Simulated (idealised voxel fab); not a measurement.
The following is a process module called voxel capacitor over wiring.
Xsec cut, 300 nm wide, square cell size 5 nm.
When this document writes out a cross-section, it uses a grid of square cells and lists it as bands, beginning at the top and moving down, with a band standing for one or more rows of cells.
Heads up on the band format: heights come first, top then bottom, in nm. After that it's the materials left to right, each with its width in nm. A single material flagged "all across" fills the whole band edge to edge, and "blank" means there's empty space there.
Heads up on the height convention: 0 is the point under which the incoming wafer is all one material, and the lowest band has no bottom, it just keeps going down, like "0 -> down".
So if you see something like "30 to 40" for the width, read it as the top row of the band sitting at the first number and the bottom row at the second, with every row in between moving by the same amount as the last.
Step note "same as before" = no cross-section cell changed.
"Trapped cavities": sealed empty spaces, 8 cells or more, no open way to top, listed width x height at distance, with distance from the left edge and width, height and distance in nm.
Text after the settings on a step's line: the simulator's own remark on that step.
Steps that use a mask can have "overlay nm" on their line. It says how far the mask sat to the right of where it was meant to be. Negative means to the left.
Plan:
1 RECEIVE: material Si
2 CONFORMAL_DEP: material SiO2, thk nm 15
3 DIRECTIONAL_DEP: material TiN, thk nm 5
4 DIRECTIONAL_DEP: material W, thk nm 25
5 PATTERN: tone cover, mask id METAL_1, material resist, width nm 20, pitch nm 85, thk nm 20, overlay nm 0
6 DIRECTIONAL_ETCH: etch materials W, depth nm 25
7 DIRECTIONAL_ETCH: etch materials TiN, depth nm 5
8 STRIP: etch materials resist
9 CONFORMAL_DEP: material SiN, thk nm 5
10 FILL_DEP: material lowk, thk nm 10
11 CMP: height nm 45
12 CONFORMAL_DEP: material SiCN, thk nm 5
13 DIRECTIONAL_DEP: material lowk, thk nm 15
14 DIRECTIONAL_DEP: material aC, thk nm 10
15 PATTERN: tone open, mask id PLUG_1, material resist, width nm 15, thk nm 30, overlay nm 0
16 DIRECTIONAL_ETCH: etch materials aC, depth nm 10
17 STRIP: etch materials resist
18 DIRECTIONAL_ETCH: etch materials lowk, depth nm 15
19 DIRECTIONAL_ETCH: etch materials SiCN, depth nm 5
20 STRIP: etch materials aC
21 EPI: material Ru, thk nm 10
22 EPI: material Ru, thk nm 10
23 DIRECTIONAL_DEP: material TiN, thk nm 5
24 DIRECTIONAL_DEP: material Al2O3, thk nm 5
25 DIRECTIONAL_DEP: material TiN, thk nm 10
26 MASKED_ETCH: tone cover, mask id UPPER_PLATE, width nm 60, etch materials TiN, depth nm 10, overlay nm 0
27 MASKED_ETCH: tone cover, mask id UPPER_PLATE, width nm 70, etch materials Al2O3, depth nm 5, overlay nm 0
28 DIRECTIONAL_DEP: material aC, thk nm 15
29 PATTERN: tone cover, mask id LOWER_PLATE, material resist, width nm 80, thk nm 30, overlay nm 0
30 DIRECTIONAL_ETCH: etch materials aC, depth nm 15
31 STRIP: etch materials resist
32 DIRECTIONAL_ETCH: etch materials TiN, depth nm 5
33 STRIP: etch materials aC
34 FILL_DEP: material SiO2, thk nm 20
35 CMP: height nm 100
36 MASKED_ETCH: tone open, mask id PLUG_2, width nm 15, etch materials SiO2, depth nm 15, overlay nm 0
37 CONFORMAL_DEP: material TiN, thk nm 5
38 FILL_DEP: material Ru, thk nm 10
39 CMP: height nm 100
40 CONFORMAL_DEP: material SiN, thk nm 5
All wafers enter the flow in the same state. The width nm at step 26 differs from wafer to wafer, and the plan gives the value for the first wafer.
As-received cross-section, first of several wafers, post step 1:
> 0 -> down  Si all across
> Trapped cavities: none
Post step 40, the closing step of the module: first of several wafers, cross-sectioned:
> 105 -> 100  SiN all across
> 100 -> 90  SiO2 110 nm | TiN 5 nm | Ru 5 nm | TiN 5 nm | SiO2 175 nm
> 90 -> 85  SiO2 110 nm | TiN 15 nm | SiO2 175 nm
> 85 -> 75  SiO2 105 nm | TiN 60 nm | SiO2 135 nm
> 75 -> 70  SiO2 100 nm | Al2O3 70 nm | SiO2 130 nm
> 70 -> 65  SiO2 95 nm | TiN 80 nm | SiO2 125 nm
> 65 -> 50  lowk 100 nm | Ru 15 nm | lowk 185 nm
> 50 -> 45  SiCN 100 nm | Ru 15 nm | SiCN 185 nm
> 45 -> 20  lowk 90 nm | SiN 5 nm | W 20 nm | SiN 5 nm | lowk 55 nm | SiN 5 nm | W 20 nm | SiN 5 nm | lowk 95 nm
> 20 -> 15  SiN 95 nm | TiN 20 nm | SiN 65 nm | TiN 20 nm | SiN 100 nm
> 15 -> 0  SiO2 all across
> 0 -> down  Si all across
> Trapped cavities: none
Cross-section of the final wafer among several, taken at the end of the module:
> 105 -> 100  SiN all across
> 100 -> 90  SiO2 110 nm | TiN 5 nm | Ru 5 nm | TiN 5 nm | SiO2 175 nm
> 90 -> 80  SiO2 110 to 95 nm | TiN 15 to 80 nm | SiO2 175 to 125 nm
> 80 -> 75  SiO2 95 nm | TiN 85 nm | SiO2 120 nm
> 75 -> 70  SiO2 95 nm | Al2O3 85 nm | SiO2 120 nm
> 70 -> 65  SiO2 95 nm | TiN 85 nm | SiO2 120 nm
> 65 -> 50  lowk 100 nm | Ru 15 nm | lowk 185 nm
> 50 -> 45  SiCN 100 nm | Ru 15 nm | SiCN 185 nm
> 45 -> 20  lowk 90 nm | SiN 5 nm | W 20 nm | SiN 5 nm | lowk 55 nm | SiN 5 nm | W 20 nm | SiN 5 nm | lowk 95 nm
> 20 -> 15  SiN 95 nm | TiN 20 nm | SiN 65 nm | TiN 20 nm | SiN 100 nm
> 15 -> 0  SiO2 all across
> 0 -> down  Si all across
> Trapped cavities: none
Here is how to read the rows: every wafer has a row, and it shows the wafer at the end of the module, giving for each material how many cells were gained (+) or lost (-) since the wafer was received, then listing its closed voids:
width nm 60 | +14 Al2O3 | +14 Ru | +57 SiCN | +132 SiN | +537 SiO2 | +55 TiN | +40 W | +411 lowk | Trapped cavities: none
width nm 65 | +14 Al2O3 | +14 Ru | +57 SiCN | +132 SiN | +535 SiO2 | +57 TiN | +40 W | +411 lowk | Trapped cavities: none
width nm 70 | +14 Al2O3 | +14 Ru | +57 SiCN | +132 SiN | +533 SiO2 | +59 TiN | +40 W | +411 lowk | Trapped cavities: none
width nm 75 | +15 Al2O3 | +14 Ru | +57 SiCN | +132 SiN | +530 SiO2 | +61 TiN | +40 W | +411 lowk | Trapped cavities: none
width nm 80 | +16 Al2O3 | +14 Ru | +57 SiCN | +132 SiN | +527 SiO2 | +63 TiN | +40 W | +411 lowk | Trapped cavities: none
width nm 85 | +17 Al2O3 | +14 Ru | +57 SiCN | +132 SiN | +524 SiO2 | +65 TiN | +40 W | +411 lowk | Trapped cavities: none
